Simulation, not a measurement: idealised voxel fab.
Process module in this document: voxel double patterning
The cross-section on display is named cut; it measures 250 nm wide, and its cells are 5 nm squares.
Notation: cross-section as square-cell grid; stated in bands, top first, going down; one or more cell rows per band.
Quick guide to a band line: top height, bottom height (nm) up front; then every material left to right with its width in nm. Only one material and it's marked "throughout"? Then it fills the band edge to edge. And "blank" just means empty space.
We count height from 0. Below that, the starting wafer is all one material. The lowest band never ends at the bottom but goes on down; see "z 0 and below" for how that is written.
The width entry "30->40" should be interpreted row by row: the top row of cells in the band takes the first number, the bottom row takes the second number, and the change between adjacent rows is uniform throughout.
What does "remains unaltered" mean for a step? It means no cell of the cross-section changed in that step.
Under "Sealed cavities" you'll find the enclosed gaps, the ones with no way out to the top, that are 8 cells or bigger; each reads width x height at distance, with distance counted from the left edge, everything in nm.
Past the settings on a step's line: simulator remark, on that step.
overlay nm: mask offset rightward from planned place, masked step; negative means leftward offset.
# The planned process steps are enumerated hereunder
step 1: RECEIVE: material Si
step 2: CONFORMAL_DEP: material SiO2, thk nm 10
step 3: DIRECTIONAL_DEP: material polySi, thk nm 20
step 4: DIRECTIONAL_DEP: material SiN, thk nm 5
step 5: MASKED_ETCH: tone open, mask id FIRST, width nm 15, pitch nm 50, etch materials SiN, depth nm 5, overlay nm 0
step 6: MASKED_ETCH: tone open, mask id SECOND, width nm 15, pitch nm 50, etch materials SiN, depth nm 5, overlay nm -15
step 7: DIRECTIONAL_ETCH: etch materials polySi, depth nm 20
step 8: STRIP: etch materials SiN
Variable across wafers: step 6 overlay nm (plan value is that of the first wafer; starting state common to all).
# Cut through the first of several wafers as received, post step 1
	z 0 and below: Si throughout
	Sealed cavities: none
# The table below has one row for each wafer; a row shows, as of the end of the module, how many cells of each material the wafer has gained, marked (+), or lost, marked (-), since it was received, and then the wafer's closed voids
overlay nm -15; +100 SiO2; +148 polySi; Sealed cavities: none
overlay nm -10; +100 SiO2; +140 polySi; Sealed cavities: none
overlay nm -5; +100 SiO2; +140 polySi; Sealed cavities: none
overlay nm 0; +100 SiO2; +140 polySi; Sealed cavities: none
overlay nm 5; +100 SiO2; +140 polySi; Sealed cavities: none
overlay nm 10; +100 SiO2; +140 polySi; Sealed cavities: none
overlay nm 15; +100 SiO2; +148 polySi; Sealed cavities: none
